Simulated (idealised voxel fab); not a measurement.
process module | voxel self aligned vias
cross-section cut | 180 nm wide | cells 5 nm
A cross-section is a grid of square cells, given in bands from the top down. A band is one or more rows of cells.
Each band's line starts with the height of the band's top and of its bottom, in nm. Then come its materials from left to right, each with its width in nm. One material with "throughout" fills the band from edge to edge. "air" is empty space.
Height 0 is the level under which the wafer as received is all one material. The lowest band goes on downwards, as in "0 down".
A width such as "30 to 40" changes by the same amount from each row of cells to the next, from the band's top row to its bottom row.
"no change" after a step means that no cell of the cross-section changed.
closed voids: empty space of 8 cells or more with no open way to the top, each as width x height at its distance from the left edge, in nm
after a step's settings: what the simulator itself notes on the step
overlay nm, on a step with a mask: how far to the right of its planned place the mask lay; to the left if negative
plan
1 op RECEIVE | material Si
2 op CONFORMAL_DEP | material SiO2 | thk nm 15
3 op CONFORMAL_DEP | material SiCN | thk nm 5
4 op DIRECTIONAL_DEP | material lowk | thk nm 25
5 op DIRECTIONAL_DEP | material aC | thk nm 10
6 op PATTERN | tone open | mask id LINES | material resist | width nm 20 | pitch nm 55 | thk nm 25 | overlay nm 0
7 op DIRECTIONAL_ETCH | etch materials aC | depth nm 10
8 op STRIP | etch materials resist
9 op DIRECTIONAL_ETCH | etch materials lowk | depth nm 25
10 op STRIP | etch materials aC
11 op CONFORMAL_DEP | material TiN | thk nm 5
12 op FILL_DEP | material Ru | thk nm 5
13 op CMP | height nm 45
14 op SELECTIVE_ETCH | etch materials W Ru TiN | depth nm 5
15 op FILL_DEP | material SiN | thk nm 10
16 op CMP | height nm 45
17 op DIRECTIONAL_DEP | material lowk | thk nm 15
18 op PATTERN | tone open | mask id VIAS | material resist | width nm 40 | pitch nm 55 | thk nm 15 | overlay nm 0
19 op DIRECTIONAL_ETCH | etch materials lowk | depth nm 15
20 op DIRECTIONAL_ETCH | etch materials SiN | depth nm 5
21 op STRIP | etch materials resist
22 op CONFORMAL_DEP | material TiN | thk nm 5
23 op FILL_DEP | material W | thk nm 10
24 op CMP | height nm 60
25 op CONFORMAL_DEP | material SiN | thk nm 5
as received, after step 1
  0 down: Si throughout
  closed voids: none
first wafer at the end, as planned
  65 to 60: SiN throughout
  60 to 50: lowk 15 | TiN 5 | W 30 | TiN 5 | lowk 15 | TiN 5 | W 30 | TiN 5 | lowk 15 | TiN 5 | W 30 | TiN 5 | lowk 15
  50 to 45: lowk 15 | TiN 15 | W 10 | TiN 15 | lowk 15 | TiN 15 | W 10 | TiN 15 | lowk 15 | TiN 15 | W 10 | TiN 15 | lowk 15
  45 to 40: lowk 25 | TiN 20 | lowk 35 | TiN 20 | lowk 35 | TiN 20 | lowk 25
  40 to 25: lowk 25 | TiN 5 | Ru 10 | TiN 5 | lowk 35 | TiN 5 | Ru 10 | TiN 5 | lowk 35 | TiN 5 | Ru 10 | TiN 5 | lowk 25
  25 to 20: lowk 25 | TiN 20 | lowk 35 | TiN 20 | lowk 35 | TiN 20 | lowk 25
  20 to 15: SiCN throughout
  15 to 0: SiO2 throughout
  0 down: Si throughout
  closed voids: none
second wafer at the end: like start, like plan, one mistake
  65 to 60: SiN throughout
  60 to 50: lowk 15 | TiN 5 | W 30 | TiN 5 | lowk 15 | TiN 5 | W 30 | TiN 5 | lowk 15 | TiN 5 | W 30 | TiN 5 | lowk 15
  50 to 45: lowk 15 | TiN 40 | lowk 15 | TiN 40 | lowk 15 | TiN 40 | lowk 15
  45 to 40: SiCN throughout
  40 to 15: lowk throughout
  15 to 0: SiO2 throughout
  0 down: Si throughout
  closed voids: none
what went wrong: steps 3 and 4 were swapped
at the end the second wafer has, in cells: 18 fewer of Ru | 36 fewer of TiN | 6 fewer of W | 60 more of lowk
